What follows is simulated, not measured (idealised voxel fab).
process module | voxel gate over fins
cross-section cut | 205 nm wide | cells 5 nm
A cross-section is a grid of square cells, given in bands from the top down. A band is one or more rows of cells.
Each band's line starts with the height of the band's top and of its bottom, in nm. Then come its materials from left to right, each with its width in nm. One material with "throughout" fills the band from edge to edge. "air" is empty space.
Height 0 is the level under which the wafer as received is all one material. The lowest band goes on downwards, as in "0 down".
A width such as "30 to 40" changes by the same amount from each row of cells to the next, from the band's top row to its bottom row.
"no change" after a step means that no cell of the cross-section changed.
closed voids: empty space of 8 cells or more with no open way to the top, each as width x height at its distance from the left edge, in nm
after a step's settings: what the simulator itself notes on the step
overlay nm, on a step with a mask: how far to the right of its planned place the mask lay; to the left if negative
plan
1 op RECEIVE | material Si
2 op CONFORMAL_DEP | material SiN | thk nm 5
3 op DIRECTIONAL_DEP | material aC | thk nm 15
4 op PATTERN | tone cover | mask id FINS | material resist | width nm 15 | pitch nm 45 | thk nm 30 | overlay nm 0
5 op DIRECTIONAL_ETCH | etch materials aC | depth nm 15
6 op STRIP | etch materials resist
7 op DIRECTIONAL_ETCH | etch materials SiN | depth nm 5
8 op DIRECTIONAL_ETCH | etch materials Si | depth nm 40
9 op STRIP | etch materials aC
10 op FILL_DEP | material SiO2 | thk nm 5
11 op CMP | height nm 5
12 op SELECTIVE_ETCH | etch materials SiO2 | depth nm 20
13 op STRIP | etch materials SiN
14 op CONFORMAL_DEP | material HfO2 | thk nm 5
15 op CONFORMAL_DEP | material TiN | thk nm 5
16 op FILL_DEP | material W | thk nm 15
17 op CMP | height nm 20
18 op CONFORMAL_DEP | material SiCN | thk nm 10
as received, after step 1
  0 down: Si throughout
  closed voids: none
first wafer at the end, as planned
  30 to 20: SiCN throughout
  20 to 10: W throughout
  10 to 5: W 15 | TiN 35 | W 10 | TiN 35 | W 10 | TiN 35 | W 10 | TiN 35 | W 20
  5 to 0: W 15 | TiN 5 | HfO2 25 | TiN 5 | W 10 | TiN 5 | HfO2 25 | TiN 5 | W 10 | TiN 5 | HfO2 25 | TiN 5 | W 10 | TiN 5 | HfO2 25 | TiN 5 | W 20
  0 to -5: W 15 | TiN 5 | HfO2 5 | Si 15 | HfO2 5 | TiN 5 | W 10 | TiN 5 | HfO2 5 | Si 15 | HfO2 5 | TiN 5 | W 10 | TiN 5 | HfO2 5 | Si 15 | HfO2 5 | TiN 5 | W 10 | TiN 5 | HfO2 5 | Si 15 | HfO2 5 | TiN 5 | W 20
  -5 to -10: TiN 20 | HfO2 5 | Si 15 | HfO2 5 | TiN 20 | HfO2 5 | Si 15 | HfO2 5 | TiN 20 | HfO2 5 | Si 15 | HfO2 5 | TiN 20 | HfO2 5 | Si 15 | HfO2 5 | TiN 25
  -10 to -15: HfO2 25 | Si 15 | HfO2 30 | Si 15 | HfO2 30 | Si 15 | HfO2 30 | Si 15 | HfO2 30
  -15 to -40: SiO2 25 | Si 15 | SiO2 30 | Si 15 | SiO2 30 | Si 15 | SiO2 30 | Si 15 | SiO2 30
  -40 down: Si throughout
  closed voids: none
second wafer at the end: like start, like plan, one mistake
  30 to 20: SiCN throughout
  20 to 15: W throughout
  15 to 10: TiN throughout
  10 to 5: HfO2 throughout
  5 to 0: TiN throughout
  0 down: Si throughout
  closed voids: none
what went wrong: step 2 ran as: op CONFORMAL_DEP | material TiN | thk nm 5
at the end the second wafer has, in cells: 24 fewer of HfO2 | 232 more of Si | 145 fewer of SiO2 | 17 more of TiN | 80 fewer of W
